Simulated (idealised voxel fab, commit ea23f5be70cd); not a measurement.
process module | voxel wiring stack
cross-section cut | 265 nm wide | cells 5 nm
A cross-section is a grid of square cells, given in bands from the top down. A band is one or more rows of cells.
Each band's line starts with the height of the band's top and of its bottom, in nm. Then come its materials from left to right, each with its width in nm. One material with "throughout" fills the band from edge to edge. "air" is empty space.
Height 0 is the level under which the wafer as received is all one material. The lowest band goes on downwards, as in "0 down".
A width such as "30 to 40" changes by the same amount from each row of cells to the next, from the band's top row to its bottom row.
"no change" after a step means that no cell of the cross-section changed.
closed voids: empty space of 8 cells or more with no open way to the top, each as width x height at its distance from the left edge, in nm
after a step's settings: what the simulator itself notes on the step
overlay nm, on a step with a mask: how far to the right of its planned place the mask lay; to the left if negative
plan
1 op RECEIVE | material Si
2 op CONFORMAL_DEP | material SiO2 | thk nm 10
3 op DIRECTIONAL_DEP | material TiN | thk nm 5
4 op DIRECTIONAL_DEP | material W | thk nm 25
5 op PATTERN | tone cover | mask id METAL_1 | material resist | width nm 30 | pitch nm 55 | thk nm 15 | overlay nm 0
6 op DIRECTIONAL_ETCH | etch materials W | depth nm 25
7 op DIRECTIONAL_ETCH | etch materials TiN | depth nm 5
8 op STRIP | etch materials resist
9 op FILL_DEP | material SiO2 | thk nm 10
10 op CMP | height nm 40
11 op CONFORMAL_DEP | material SiCN | thk nm 5
12 op DIRECTIONAL_DEP | material SiO2 | thk nm 30
13 op PATTERN | tone open | mask id METAL_2_HOLES | material resist | width nm 15 | pitch nm 55 | thk nm 20 | overlay nm 0
14 op DIRECTIONAL_ETCH | etch materials SiO2 | depth nm 30
15 op STRIP | etch materials resist
16 op DIRECTIONAL_DEP | material aC | thk nm 15
17 op PATTERN | tone open | mask id METAL_2 | material resist | width nm 30 | pitch nm 55 | thk nm 35 | overlay nm 0
18 op DIRECTIONAL_ETCH | etch materials aC | depth nm 15
19 op STRIP | etch materials resist
20 op DIRECTIONAL_ETCH | etch materials SiO2 | depth nm 20
21 op DIRECTIONAL_ETCH | etch materials SiCN | depth nm 5
22 op STRIP | etch materials aC
23 op CONFORMAL_DEP | material TiN | thk nm 5
24 op FILL_DEP | material Ru | thk nm 5
25 op CMP | height nm 75
26 op CONFORMAL_DEP | material SiCN | thk nm 5
27 op DIRECTIONAL_DEP | material lowk | thk nm 10
28 op MASKED_ETCH | tone open | mask id PLUG_2 | width nm 15 | pitch nm 110 | etch materials lowk | depth nm 10 | overlay nm 0
29 op MASKED_ETCH | tone open | mask id PLUG_2 | width nm 15 | pitch nm 110 | etch materials SiCN | depth nm 5 | overlay nm 0
30 op CONFORMAL_DEP | material TiN | thk nm 5
31 op FILL_DEP | material Cu | thk nm 10
32 op CMP | height nm 90
33 op DIRECTIONAL_DEP | material TiN | thk nm 5
34 op DIRECTIONAL_DEP | material Ru | thk nm 25
35 op MASKED_ETCH | tone cover | mask id METAL_3 | width nm 30 | pitch nm 55 | etch materials Ru | depth nm 25 | overlay nm 0
36 op MASKED_ETCH | tone cover | mask id METAL_3 | width nm 30 | pitch nm 55 | etch materials TiN | depth nm 5 | overlay nm 0
37 op CONFORMAL_DEP | material SiN | thk nm 5
38 op FILL_DEP | material lowk | thk nm 5
39 op CMP | height nm 120
40 op CONFORMAL_DEP | material SiN | thk nm 5
as received, after step 1
  0 down: Si throughout
  closed voids: none
first wafer at the end, as planned
  125 to 120: SiN throughout
  120 to 95: lowk 30 | SiN 5 | Ru 30 | SiN 5 | lowk 15 | SiN 5 | Ru 30 | SiN 5 | lowk 15 | SiN 5 | Ru 30 | SiN 5 | lowk 15 | SiN 5 | Ru 30 | SiN 5 | lowk 30
  95 to 90: SiN 35 | TiN 30 | SiN 25 | TiN 30 | SiN 25 | TiN 30 | SiN 25 | TiN 30 | SiN 35
  90 to 80: lowk 35 | TiN 5 | Cu 5 | TiN 5 | lowk 95 | TiN 5 | Cu 5 | TiN 5 | lowk 105
  80 to 75: SiCN 35 | TiN 15 | SiCN 95 | TiN 15 | SiCN 105
  75 to 60: SiO2 35 | TiN 5 | Ru 20 | TiN 5 | SiO2 25 | TiN 5 | Ru 20 | TiN 5 | SiO2 25 | TiN 5 | Ru 20 | TiN 5 | SiO2 25 | TiN 5 | Ru 20 | TiN 5 | SiO2 35
  60 to 55: SiO2 35 | TiN 5 | Ru 5 | TiN 20 | SiO2 25 | TiN 5 | Ru 5 | TiN 20 | SiO2 25 | TiN 5 | Ru 5 | TiN 20 | SiO2 25 | TiN 5 | Ru 5 | TiN 20 | SiO2 35
  55 to 45: SiO2 35 | TiN 5 | Ru 5 | TiN 5 | SiO2 40 | TiN 5 | Ru 5 | TiN 5 | SiO2 40 | TiN 5 | Ru 5 | TiN 5 | SiO2 40 | TiN 5 | Ru 5 | TiN 5 | SiO2 50
  45 to 40: SiCN 35 | TiN 15 | SiCN 40 | TiN 15 | SiCN 40 | TiN 15 | SiCN 40 | TiN 15 | SiCN 50
  40 to 15: SiO2 35 | W 30 | SiO2 25 | W 30 | SiO2 25 | W 30 | SiO2 25 | W 30 | SiO2 35
  15 to 10: SiO2 35 | TiN 30 | SiO2 25 | TiN 30 | SiO2 25 | TiN 30 | SiO2 25 | TiN 30 | SiO2 35
  10 to 0: SiO2 throughout
  0 down: Si throughout
  closed voids: none
second wafer at the end: like start, like plan, one mistake
  125 to 120: SiN throughout
  120 to 115: lowk 30 | SiN 40 | lowk 15 | SiN 40 | lowk 15 | SiN 40 | lowk 15 | SiN 40 | lowk 30
  115 to 95: lowk 30 | SiN 5 | Ru 30 | SiN 5 | lowk 15 | SiN 5 | Ru 30 | SiN 5 | lowk 15 | SiN 5 | Ru 30 | SiN 5 | lowk 15 | SiN 5 | Ru 30 | SiN 5 | lowk 30
  95 to 90: SiN 35 | TiN 30 | SiN 25 | TiN 30 | SiN 25 | TiN 30 | SiN 25 | TiN 30 | SiN 35
  90 to 80: lowk 35 | TiN 5 | Cu 5 | TiN 5 | lowk 95 | TiN 5 | Cu 5 | TiN 5 | lowk 105
  80 to 75: SiCN 35 | TiN 15 | SiCN 95 | TiN 15 | SiCN 105
  75 to 60: SiO2 35 | TiN 5 | Ru 20 | TiN 5 | SiO2 25 | TiN 5 | Ru 20 | TiN 5 | SiO2 25 | TiN 5 | Ru 20 | TiN 5 | SiO2 25 | TiN 5 | Ru 20 | TiN 5 | SiO2 35
  60 to 55: SiO2 35 | TiN 5 | Ru 5 | TiN 20 | SiO2 25 | TiN 5 | Ru 5 | TiN 20 | SiO2 25 | TiN 5 | Ru 5 | TiN 20 | SiO2 25 | TiN 5 | Ru 5 | TiN 20 | SiO2 35
  55 to 45: SiO2 35 | TiN 5 | Ru 5 | TiN 5 | SiO2 40 | TiN 5 | Ru 5 | TiN 5 | SiO2 40 | TiN 5 | Ru 5 | TiN 5 | SiO2 40 | TiN 5 | Ru 5 | TiN 5 | SiO2 50
  45 to 40: SiCN 35 | TiN 15 | SiCN 40 | TiN 15 | SiCN 40 | TiN 15 | SiCN 40 | TiN 15 | SiCN 50
  40 to 15: SiO2 35 | W 30 | SiO2 25 | W 30 | SiO2 25 | W 30 | SiO2 25 | W 30 | SiO2 35
  15 to 10: SiO2 35 | TiN 30 | SiO2 25 | TiN 30 | SiO2 25 | TiN 30 | SiO2 25 | TiN 30 | SiO2 35
  10 to 0: SiO2 throughout
  0 down: Si throughout
  closed voids: none
what went wrong: step 34 ran as: op DIRECTIONAL_DEP | material Ru | thk nm 20
at the end the second wafer has, in cells: 24 fewer of Ru | 24 more of SiN
